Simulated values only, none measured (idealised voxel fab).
Module name: voxel local oxidation (process module)
Each square cell in cross-section cut measures 5 nm, and the section as a whole is 165 nm wide.
Square cells in a grid make up a cross-section in this document, and the grid is given as bands, listed from the top down, each one or more rows of cells. Heights first: top, then bottom, in nm. Then materials, left to right, each with a width in nm. "everywhere" on a single material: fills the band edge to edge. "empty": empty space. All heights in this document are referenced to 0, defined as the level beneath which the wafer, as received, consists entirely of one material. The lowest band is not bounded below; it extends indefinitely downward and is written in the form "0 and below". Top row gets the first number, bottom row gets the second, and each row in between changes by the same step: that is how a band width like "30 to 40" works. For the purposes of this document, the phrase "nothing altered" attached to a step denotes that no cell within the cross-section was modified by that step. Entry "Closed void listing". Content: empty spaces with no open connection to the top, size 8 cells or greater. Each: width x height at distance. Distance: from left edge. Unit: nm. On each step's line, the part that comes after the settings is the simulator's own comment on the step. Each step line may optionally specify "overlay nm", which for a step with a mask gives the rightward distance between the mask's planned place and where it lay, a negative value indicating the leftward direction.

Plan
1) RECEIVE with material Si
2) OXIDIZE with depth nm 5
3) CONFORMAL_DEP with material SiN, thk nm 10
4) MASKED_ETCH with tone cover, mask id ACTIVE, width nm 100, etch materials SiN, depth nm 10, overlay nm 0
5) SELECTIVE_ETCH with etch materials SiO2, depth nm 5
6) OXIDIZE with depth nm 15
7) STRIP with etch materials SiN
Among the wafers covered here, the point of difference is the width nm at step 4; their starting state is shared, and the plan presents the value of the first wafer.

First of several wafers (as received, post step 1), cross-sectional view
* 0 and below: Si everywhere
* Closed void listing: none

Module end state after final step 7: cross-section of the first of several wafers
* 0 down to -5: 35 of empty, 90 of SiO2, 40 of empty
* -5 down to -20: 50 of SiO2, 60 of Si, 55 of SiO2
* -20 and below: Si everywhere
* Closed void listing: none

Cross-sectional depiction of the last of several wafers upon completion of the module
* 0 down to -5: 25 of empty, 115 of SiO2, 25 of empty
* -5 down to -20: 40 of SiO2, 85 of Si, 40 of SiO2
* -20 and below: Si everywhere
* Closed void listing: none

The rows of the table below are wafers. Looking at the end of the module, a row counts, for every material, the cells the wafer has gained, shown as (+), or lost, shown as (-), since it was received; its closed voids come next
width nm 100; -96 Si; +81 SiO2; Closed void listing: none
width nm 105; -93 Si; +79 SiO2; Closed void listing: none
width nm 110; -90 Si; +77 SiO2; Closed void listing: none
width nm 115; -87 Si; +75 SiO2; Closed void listing: none
width nm 120; -84 Si; +73 SiO2; Closed void listing: none
width nm 125; -81 Si; +71 SiO2; Closed void listing: none
